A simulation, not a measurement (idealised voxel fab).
This is a process module. Its name is voxel trench capacitor.
This is section cut - it's 200 nm across, gridded in 5 nm square cells.
A cross-section is written here as square cells arranged in a grid, and it is given in bands from the top down, each band taking up one or more rows of cells.
Top height, bottom height, nm. Materials left to right, width each, nm. Single material + "edge to edge" = fills band edge to edge. "air" = empty.
Ref level 0: as-received wafer is one material below here. Bottom band extends down with no lower bound ("0..down").
The expression "30 to 40" gives the width at the extremes of the band, the first number at its top row of cells and the second at its bottom row, with the width changing by equal amounts from each row to the next in between.
"nothing got changed" (step): cross-section cells unchanged, all of them.
"Sealed-off cavities" contains a list of empty spaces, each no smaller than 8 cells and without an open way to the top, written in the form width x height at distance with the distance from the left edge and all three in nm.
Formally, on a step line, whatever follows the settings is a remark that the simulator itself makes on the step.
overlay nm: on a step with a mask, how far right of its planned place the mask lay; negative means left.
The following list gives the planned process steps
1,RECEIVE (material Si)
2,CONFORMAL_DEP (material SiN; thk nm 10)
3,DIRECTIONAL_DEP (material aC; thk nm 10)
4,PATTERN (tone open; mask id TRENCH; material resist; width nm 25; pitch nm 45; thk nm 30; overlay nm 0)
5,DIRECTIONAL_ETCH (etch materials aC; depth nm 10)
6,STRIP (etch materials resist)
7,DIRECTIONAL_ETCH (etch materials SiN; depth nm 10)
8,DIRECTIONAL_ETCH (etch materials Si; depth nm 35)
9,STRIP (etch materials aC)
10,CONFORMAL_DEP (material SiO2; thk nm 5)
11,FILL_DEP (material polySi; thk nm 10)
12,CMP (height nm 10)
First wafer out of two, processed as planned
Received-state cross-section, reflecting completion of step 1
> 0..down: Si edge to edge
> Sealed-off cavities: none
Presented here is a cross-section of the wafer after step 2 has been performed
> 10..0: SiN edge to edge
> Heights below 0 show no change.
Presented here is a cross-section of the wafer after step 3 has been performed
> 20..10: aC edge to edge
> Heights below 10 show no change.
Presented here is a cross-section of the wafer after step 4 has been performed
> 50..20: resist 20 / air 25 / resist 20 / air 25 / resist 20 / air 25 / resist 20 / air 25 / resist 20
> Heights below 20 show no change.
Presented here is a cross-section of the wafer after step 5 has been performed
> 40..20: resist 20 / air 25 / resist 20 / air 25 / resist 20 / air 25 / resist 20 / air 25 / resist 20
> 20..10: aC 20 / air 25 / aC 20 / air 25 / aC 20 / air 25 / aC 20 / air 25 / aC 20
> Heights below 10 show no change.
Presented here is a cross-section of the wafer after step 6 has been performed
> 20..10: aC 20 / air 25 / aC 20 / air 25 / aC 20 / air 25 / aC 20 / air 25 / aC 20
> Heights below 10 show no change.
Presented here is a cross-section of the wafer after step 7 has been performed
> 20..10: aC 20 / air 25 / aC 20 / air 25 / aC 20 / air 25 / aC 20 / air 25 / aC 20
> 10..0: SiN 20 / air 25 / SiN 20 / air 25 / SiN 20 / air 25 / SiN 20 / air 25 / SiN 20
> Heights below 0 show no change.
Presented here is a cross-section of the wafer after step 8 has been performed
> 20..10: aC 20 / air 25 / aC 20 / air 25 / aC 20 / air 25 / aC 20 / air 25 / aC 20
> 10..0: SiN 20 / air 25 / SiN 20 / air 25 / SiN 20 / air 25 / SiN 20 / air 25 / SiN 20
> 0..-35: Si 20 / air 25 / Si 20 / air 25 / Si 20 / air 25 / Si 20 / air 25 / Si 20
> Heights below -35 show no change.
Presented here is a cross-section of the wafer after step 9 has been performed
> 10..0: SiN 20 / air 25 / SiN 20 / air 25 / SiN 20 / air 25 / SiN 20 / air 25 / SiN 20
> Heights below 0 show no change.
Presented here is a cross-section of the wafer after step 10 has been performed
> 15..10: SiO2 25 / air 15 / SiO2 30 / air 15 / SiO2 30 / air 15 / SiO2 30 / air 15 / SiO2 25
> 10..0: SiN 20 / SiO2 5 / air 15 / SiO2 5 / SiN 20 / SiO2 5 / air 15 / SiO2 5 / SiN 20 / SiO2 5 / air 15 / SiO2 5 / SiN 20 / SiO2 5 / air 15 / SiO2 5 / SiN 20
> 0..-30: Si 20 / SiO2 5 / air 15 / SiO2 5 / Si 20 / SiO2 5 / air 15 / SiO2 5 / Si 20 / SiO2 5 / air 15 / SiO2 5 / Si 20 / SiO2 5 / air 15 / SiO2 5 / Si 20
> -30..-35: Si 20 / SiO2 25 / Si 20 / SiO2 25 / Si 20 / SiO2 25 / Si 20 / SiO2 25 / Si 20
> Heights below -35 show no change.
Presented here is a cross-section of the wafer after step 11 has been performed
> 25..15: polySi edge to edge
> 15..10: SiO2 25 / polySi 15 / SiO2 30 / polySi 15 / SiO2 30 / polySi 15 / SiO2 30 / polySi 15 / SiO2 25
> 10..0: SiN 20 / SiO2 5 / polySi 15 / SiO2 5 / SiN 20 / SiO2 5 / polySi 15 / SiO2 5 / SiN 20 / SiO2 5 / polySi 15 / SiO2 5 / SiN 20 / SiO2 5 / polySi 15 / SiO2 5 / SiN 20
> 0..-30: Si 20 / SiO2 5 / polySi 15 / SiO2 5 / Si 20 / SiO2 5 / polySi 15 / SiO2 5 / Si 20 / SiO2 5 / polySi 15 / SiO2 5 / Si 20 / SiO2 5 / polySi 15 / SiO2 5 / Si 20
> Heights below -30 show no change.
Presented here is a cross-section of the wafer after step 12 has been performed
> 10..0: SiN 20 / SiO2 5 / polySi 15 / SiO2 5 / SiN 20 / SiO2 5 / polySi 15 / SiO2 5 / SiN 20 / SiO2 5 / polySi 15 / SiO2 5 / SiN 20 / SiO2 5 / polySi 15 / SiO2 5 / SiN 20
> Heights below 0 show no change.
Second wafer: same start and same plan as the first, one execution error; identical to the first through step 11
Cross-sectional representation of the second wafer at the time designated in the plan for the completion of step 12: nothing got changed
Misprocessing identified: step 12 of the plan was jumped over and never run
It is noted that, at the conclusion of processing, the second wafer exhibits a higher or lower cell count for certain materials relative to the first: 28 more of SiO2; 92 more of polySi
